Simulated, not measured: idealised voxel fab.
The process module presented herein is designated voxel self aligned contacts.
Section cut is 210 nm wide and gridded with 5 nm square cells.
How to read a cross-section here: the picture is a grid of square cells, written as bands going from the top down, and any band can span one or more rows of cells.
First you get the band's top height and its bottom height, in nm, and then the materials it's made of, left to right, with each width in nm. If you see a single material with "throughout", that one covers the band edge to edge. "air" is empty space.
Heads up on the height convention: 0 is the point under which the incoming wafer is all one material, and the lowest band has no bottom, it just keeps going down, like "0 -> down".
You'd read "30->40" like this: the band's top row of cells is as wide as the first number, its bottom row is as wide as the second, and going down, every row changes width by the same amount as the row before did.
Given "identical to before" for a step, no cell of the cross-section differs between before and after that step.
Closed-off voids of 8+ cells (no open route to the top) go in "Completely enclosed voids", written width x height at distance from the left edge, in nm.
Formally, on a step line, whatever follows the settings is a remark that the simulator itself makes on the step.
What "overlay nm" on a step's line means: if the step has a mask, that mask lay this far to the right of its planned place, or, when the value is negative, to the left.

-- Process steps - plan
- 1: RECEIVE, material Si
- 2: CONFORMAL_DEP, material SiO2, thk nm 5
- 3: DIRECTIONAL_DEP, material polySi, thk nm 30
- 4: DIRECTIONAL_DEP, material SiN, thk nm 20
- 5: PATTERN, tone cover, mask id GATE, material resist, width nm 30, pitch nm 55, thk nm 15, overlay nm 0
- 6: DIRECTIONAL_ETCH, etch materials SiN, depth nm 20
- 7: DIRECTIONAL_ETCH, etch materials polySi, depth nm 30
- 8: STRIP, etch materials resist
- 9: CONFORMAL_DEP, material SiN, thk nm 5
- 10: DIRECTIONAL_ETCH, etch materials SiN, depth nm 5
- 11: FILL_DEP, material SiO2, thk nm 15
- 12: CMP, height nm 60
- 13: MASKED_ETCH, tone open, mask id CONTACT, width nm 35, pitch nm 55, etch materials SiO2, depth nm 60, overlay nm 0
- 14: CONFORMAL_DEP, material TiN, thk nm 5
- 15: FILL_DEP, material W, thk nm 5
- 16: CMP, height nm 60
- 17: CONFORMAL_DEP, material SiCN, thk nm 5

-- Shown in cross-section is the wafer as received, that is, as it stands after step 1
  0 -> down: Si throughout
  Completely enclosed voids: none

-- Here's the cross-section of the first of our two wafers at the end of the module - it ran as planned
  65 -> 60: SiCN throughout
  60 -> 55: 60 of SiO2; 15 of TiN; 5 of W; 15 of TiN; 20 of SiO2; 15 of TiN; 5 of W; 15 of TiN; 60 of SiO2
  55 -> 35: 30 of SiO2; 40 of SiN; 5 of TiN; 5 of W; 5 of TiN; 40 of SiN; 5 of TiN; 5 of W; 5 of TiN; 40 of SiN; 30 of SiO2
  35 -> 5: 30 of SiO2; 5 of SiN; 30 of polySi; 5 of SiN; 5 of TiN; 5 of W; 5 of TiN; 5 of SiN; 30 of polySi; 5 of SiN; 5 of TiN; 5 of W; 5 of TiN; 5 of SiN; 30 of polySi; 5 of SiN; 30 of SiO2
  5 -> 0: 70 of SiO2; 15 of TiN; 40 of SiO2; 15 of TiN; 70 of SiO2
  0 -> down: Si throughout
  Completely enclosed voids: none

-- Second wafer cross-section at end of module - shared start and plan with the first, one mistake in the run
  65 -> 60: SiCN throughout
  60 -> 55: 60 of SiO2; 25 of TiN; 5 of W; 5 of TiN; 20 of SiO2; 25 of TiN; 5 of W; 5 of TiN; 60 of SiO2
  55 -> 35: 40 of SiO2; 40 of SiN; 5 of TiN; 5 of W; 5 of TiN; 40 of SiN; 5 of TiN; 5 of W; 5 of TiN; 40 of SiN; 20 of SiO2
  35 -> 5: 40 of SiO2; 5 of SiN; 30 of polySi; 5 of SiN; 5 of TiN; 5 of W; 5 of TiN; 5 of SiN; 30 of polySi; 5 of SiN; 5 of TiN; 5 of W; 5 of TiN; 5 of SiN; 30 of polySi; 5 of SiN; 20 of SiO2
  5 -> 0: 80 of SiO2; 15 of TiN; 40 of SiO2; 15 of TiN; 60 of SiO2
  0 -> down: Si throughout
  Completely enclosed voids: none
Processing error: step 5 off recipe, ran as PATTERN, tone cover, mask id GATE, material resist, width nm 30, pitch nm 55, thk nm 15, overlay nm 10
Same inventory, different map: at the end, the second wafer holds as many cells of each material as the first, placed elsewhere.
